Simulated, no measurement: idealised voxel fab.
Presented below is a process module, voxel spacer lines.
The cross-section shown here is cut; it is 220 nm wide and divided into square cells measuring 5 nm on a side.
In what follows, cross-sections appear as grids of square cells, described through bands that run from the top down, where every band is one or more rows of cells. Heights first: top, then bottom, in nm. Then materials, left to right, each with a width in nm. "throughout" on a single material: fills the band edge to edge. "blank": empty space. A quick word on heights: they are counted from 0, and under that level the wafer as it came to us is one material throughout. The lowest band is different from the rest in having no bottom; it simply continues downward, written as in "0..down". Think of "30->40" as a width that walks from the first number to the second as you go down the band, top row to bottom row, taking equal-sized steps from row to row. Step marked "identical to before"? Then no cell in the cross-section changed in it. For the entry "Cavities, closed", the listed items are empty spaces with no open way to the top whose size is 8 cells or more; each item follows the pattern width x height at distance, where distance is from the left edge and all three are in nm. On each step's line, the part that comes after the settings is the simulator's own comment on the step. "overlay nm", when on a step's line for a step with a mask, measures how far to the right of its planned place the mask lay; a negative measure means to the left.
## Steps planned for the process
1. RECEIVE | material Si
2. CONFORMAL_DEP | material Al2O3 | thk nm 5
3. DIRECTIONAL_DEP | material TiN | thk nm 15
4. DIRECTIONAL_DEP | material aC | thk nm 25
5. PATTERN | tone cover | mask id MANDREL | material resist | width nm 20 | pitch nm 70 | thk nm 35 | overlay nm 0
6. DIRECTIONAL_ETCH | etch materials aC | depth nm 25
7. STRIP | etch materials resist
8. CONFORMAL_DEP | material SiO2 | thk nm 15
9. DIRECTIONAL_ETCH | etch materials SiO2 | depth nm 15
10. STRIP | etch materials aC
11. DIRECTIONAL_ETCH | etch materials TiN | depth nm 15
12. STRIP | etch materials SiO2
13. FILL_DEP | material lowk | thk nm 10
14. CMP | height nm 20
## What follows covers the first of two wafers; it ran as planned
## Received-state cross-section, reflecting completion of step 1
    0..down: Si throughout
    Cavities, closed: none
## Wafer section view after processing step 2
    5..0: Al2O3 throughout
    Note: structure below 0 unchanged.
## Wafer section view after processing step 3
    20..5: TiN throughout
    Note: structure below 5 unchanged.
## Wafer section view after processing step 4
    45..20: aC throughout
    Note: structure below 20 unchanged.
## Wafer section view after processing step 5
    80..45: blank: 30 | resist: 20 | blank: 50 | resist: 20 | blank: 50 | resist: 20 | blank: 30
    Note: structure below 45 unchanged.
## Wafer section view after processing step 6
    55..45: blank: 30 | resist: 20 | blank: 50 | resist: 20 | blank: 50 | resist: 20 | blank: 30
    45..20: blank: 30 | aC: 20 | blank: 50 | aC: 20 | blank: 50 | aC: 20 | blank: 30
    Note: structure below 20 unchanged.
## Wafer section view after processing step 7
    45..20: blank: 30 | aC: 20 | blank: 50 | aC: 20 | blank: 50 | aC: 20 | blank: 30
    Note: structure below 20 unchanged.
## Wafer section view after processing step 8
    60..45: blank: 15 | SiO2: 50 | blank: 20 | SiO2: 50 | blank: 20 | SiO2: 50 | blank: 15
    45..35: blank: 15 | SiO2: 15 | aC: 20 | SiO2: 15 | blank: 20 | SiO2: 15 | aC: 20 | SiO2: 15 | blank: 20 | SiO2: 15 | aC: 20 | SiO2: 15 | blank: 15
    35..20: SiO2: 30 | aC: 20 | SiO2: 50 | aC: 20 | SiO2: 50 | aC: 20 | SiO2: 30
    Note: structure below 20 unchanged.
## Wafer section view after processing step 9
    45..20: blank: 15 | SiO2: 15 | aC: 20 | SiO2: 15 | blank: 20 | SiO2: 15 | aC: 20 | SiO2: 15 | blank: 20 | SiO2: 15 | aC: 20 | SiO2: 15 | blank: 15
    Note: structure below 20 unchanged.
## Wafer section view after processing step 10
    45..20: blank: 15 | SiO2: 15 | blank: 20 | SiO2: 15 | blank: 20 | SiO2: 15 | blank: 20 | SiO2: 15 | blank: 20 | SiO2: 15 | blank: 20 | SiO2: 15 | blank: 15
    Note: structure below 20 unchanged.
## Wafer section view after processing step 11
    45..20: blank: 15 | SiO2: 15 | blank: 20 | SiO2: 15 | blank: 20 | SiO2: 15 | blank: 20 | SiO2: 15 | blank: 20 | SiO2: 15 | blank: 20 | SiO2: 15 | blank: 15
    20..5: blank: 15 | TiN: 15 | blank: 20 | TiN: 15 | blank: 20 | TiN: 15 | blank: 20 | TiN: 15 | blank: 20 | TiN: 15 | blank: 20 | TiN: 15 | blank: 15
    Note: structure below 5 unchanged.
## Wafer section view after processing step 12
    20..5: blank: 15 | TiN: 15 | blank: 20 | TiN: 15 | blank: 20 | TiN: 15 | blank: 20 | TiN: 15 | blank: 20 | TiN: 15 | blank: 20 | TiN: 15 | blank: 15
    Note: structure below 5 unchanged.
## Wafer section view after processing step 13
    30..20: lowk throughout
    20..5: lowk: 15 | TiN: 15 | lowk: 20 | TiN: 15 | lowk: 20 | TiN: 15 | lowk: 20 | TiN: 15 | lowk: 20 | TiN: 15 | lowk: 20 | TiN: 15 | lowk: 15
    Note: structure below 5 unchanged.
## Wafer section view after processing step 14
    20..5: lowk: 15 | TiN: 15 | lowk: 20 | TiN: 15 | lowk: 20 | TiN: 15 | lowk: 20 | TiN: 15 | lowk: 20 | TiN: 15 | lowk: 20 | TiN: 15 | lowk: 15
    Note: structure below 5 unchanged.
## Okay, second wafer. Nothing different at the start, nothing different in the plan, just one mistake somewhere in the running. As far as step 13, counting that step, it's the first wafer all over again
## The second wafer in cross-section, at the planned close of step 14
    10..5: lowk: 15 | TiN: 15 | lowk: 20 | TiN: 15 | lowk: 20 | TiN: 15 | lowk: 20 | TiN: 15 | lowk: 20 | TiN: 15 | lowk: 20 | TiN: 15 | lowk: 15
    Note: structure below 5 unchanged.
Deviation from plan: step 14 did not happen as planned, as run it was CMP | height nm 10
at the end the second wafer has, in cells: TiN: 36 fewer; lowk: 52 fewer
